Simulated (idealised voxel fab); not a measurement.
This section sets out a process module, namely voxel capacitor over wiring.
Shown is cross-section cut, with a width of 195 nm and square cells of size 5 nm.
A cross-section in this document is a grid of square cells, and it is written down as bands, the top band listed before the ones below it; a band is made up of one or more rows of cells.
Look at the band entry: it leads with the top's height and the bottom's height in nm. Then it lists the materials left to right, with a width in nm for each. The word "full width" on a single material says that material fills the band edge to edge. The word "empty" is empty space.
Where do heights start? At 0: under that level the wafer as delivered is made of one material only. And the lowest band has no floor; it just carries on downward, as in "from 0 down".
Note: "30..40" means the width goes from the first number (top row of the band) to the second number (bottom row) in equal steps per row of cells.
Step note "nothing altered" = no cross-section cell changed.
Look at "Unvented internal voids" for the closed voids: empty spaces with no open path to the top, sized 8 cells or up. Each is width x height at distance, distance from the left edge, all nm.
On each step's line, the part that comes after the settings is the simulator's own comment on the step.
A step's line can hold "overlay nm"; with a mask on that step, the setting says how far right of the planned place the mask lay, while a negative setting says it lay to the left.
Layout of what follows: cross-section pairs, each bracketing one process step, the after cross-section shown only to the lowest band that changed, the step between and its settings noted under each pair. Pairs may originate in different runs of this module on the same starting wafer; a pair continues from the pair above only where its entry headed "Pre-process cross-section" says so.
# Pre-process cross-section
  from 115 to 95 = empty=65 | resist=15 | empty=115
  from 95 to 80 = SiO2 full width
  from 80 to 70 = SiO2=55 | TiN=55 | SiO2=85
  from 70 to 65 = SiO2=55 | HfO2=55 | SiO2=85
  from 65 to 55 = SiO2=50 | TiN=65 | SiO2=80
  from 55 to 45 = lowk=55 | Ru=15 | lowk=125
  from 45 to 40 = SiCN=55 | Ru=15 | SiCN=125
  from 40 to 20 = SiO2=45 | TiN=5 | Ru=15 | TiN=5 | SiO2=50 | TiN=5 | Ru=15 | TiN=5 | SiO2=50
  from 20 to 15 = SiN=45 | TiN=25 | SiN=50 | TiN=25 | SiN=50
  from 15 to 0 = SiO2 full width
  from 0 down = Si full width
  Unvented internal voids: none
# Result of Step
  from 115 to 95 = empty=65 | resist=15 | empty=115
  from 95 to 80 = empty=65 | SiO2=15 | empty=115
  All layers under 80 are left as they were.
  Unvented internal voids: none
Looking at the two cross-sections above, the step in the middle is DIRECTIONAL_ETCH, etch materials SiO2, depth nm 15
Pre-process cross-section: starting point is the after cross-section of the pair just above.
# Result of Step
  from 95 to 80 = empty=65 | SiO2=15 | empty=115
  All layers under 80 are left as they were.
  Unvented internal voids: none
Looking at the two cross-sections above, the step in the middle is STRIP, etch materials resist
Pre-process cross-section: starting point is the after cross-section of the pair just above.
# Result of Step
  from 100 to 95 = empty=60 | TiN=25 | empty=110
  from 95 to 85 = empty=60 | TiN=5 | SiO2=15 | TiN=5 | empty=110
  from 85 to 80 = TiN=65 | SiO2=15 | TiN=115
  All layers under 80 are left as they were.
  Unvented internal voids: none
Looking at the two cross-sections above, the step in the middle is CONFORMAL_DEP, material TiN, thk nm 5
Pre-process cross-section: starting point is the after cross-section of the pair just above.
# Result of Step
  from 105 to 100 = Ru full width
  from 100 to 95 = Ru=60 | TiN=25 | Ru=110
  from 95 to 85 = Ru=60 | TiN=5 | SiO2=15 | TiN=5 | Ru=110
  All layers under 85 are left as they were.
  Unvented internal voids: none
Looking at the two cross-sections above, the step in the middle is FILL_DEP, material Ru, thk nm 5
Pre-process cross-section: starting point is the after cross-section of the pair just above.
# Result of Step
  from 95 to 85 = Ru=60 | TiN=5 | SiO2=15 | TiN=5 | Ru=110
  All layers under 85 are left as they were.
  Unvented internal voids: none
Looking at the two cross-sections above, the step in the middle is CMP, height nm 95
Pre-process cross-section: starting point is the after cross-section of the pair just above.
# Result of Step
  from 100 to 95 = SiCN full width
  All layers under 95 are left as they were.
  Unvented internal voids: none
Looking at the two cross-sections above, the step in the middle is CONFORMAL_DEP, material SiCN, thk nm 5
